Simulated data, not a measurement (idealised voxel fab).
This is a process module. Its name is voxel released beams.
It is cross-section cut that appears here, measuring 220 nm in width, its square cells being 5 nm in size.
Cross-section spec: square-cell grid; bands listed top down; each band is one or more rows. The band entry comprises the height of the band's top followed by the height of its bottom, expressed in nm, and subsequently the band's materials from left to right, each stated together with its width in nm. Where a single material is marked with the word "full width", that material fills the band from edge to edge. The word "empty" represents empty space. Height 0 is the level under which the wafer as received is all one material. The lowest band goes on downwards, as in "0 nm and below". Quick explanation for "30..40": the width changes in equal steps down the rows of cells, from the first number in the band's top row to the second number in its bottom row. For the purposes of this document, the phrase "remains unaltered" attached to a step denotes that no cell within the cross-section was modified by that step. The entry "Closed voids list" lists the empty spaces that cover at least 8 cells and have no open path to the top. Each is written as width x height at distance, where the distance is measured from the left edge and all three values are in nm. If you see something after the settings on a step's line, that's the simulator's own remark about that step. overlay nm: step with mask; distance mask lay right of planned place; negative value = left of planned place.
## These are the steps we planned for the process
step 1: RECEIVE [material Si]
step 2: CONFORMAL_DEP [material SiN] [thk nm 5]
step 3: DIRECTIONAL_DEP [material SiO2] [thk nm 15]
step 4: DIRECTIONAL_DEP [material aC] [thk nm 15]
step 5: PATTERN [tone open] [mask id ANCHOR] [material resist] [width nm 30] [thk nm 30] [overlay nm 0]
step 6: DIRECTIONAL_ETCH [etch materials aC] [depth nm 15]
step 7: STRIP [etch materials resist]
step 8: DIRECTIONAL_ETCH [etch materials SiO2] [depth nm 15]
step 9: STRIP [etch materials aC]
step 10: CONFORMAL_DEP [material W] [thk nm 10]
step 11: DIRECTIONAL_DEP [material aC] [thk nm 10]
step 12: PATTERN [tone cover] [mask id BEAM] [material resist] [width nm 105] [thk nm 25] [overlay nm 0]
step 13: DIRECTIONAL_ETCH [etch materials aC] [depth nm 10]
step 14: STRIP [etch materials resist]
step 15: DIRECTIONAL_ETCH [etch materials W] [depth nm 10]
step 16: STRIP [etch materials aC]
step 17: STRIP [etch materials SiO2]
## Wafer at receipt (post step 1), cross-section
* 0 nm and below | Si full width
* Closed voids list: none
## Cross-section at module end, one run error; start and plan unchanged from above
* 25 nm to 15 nm | empty 55 nm | W 15 nm | empty 10 nm | W 80 nm | empty 60 nm
* 15 nm to 10 nm | empty 60 nm | W 10 nm | empty 10 nm | W 10 nm | empty 130 nm
* 10 nm to 0 nm | empty 60 nm | W 30 nm | empty 130 nm
* 0 nm and below | Si full width
* Closed voids list: none
The plan and the run diverged here: the plan's step 2 was left out and never carried out
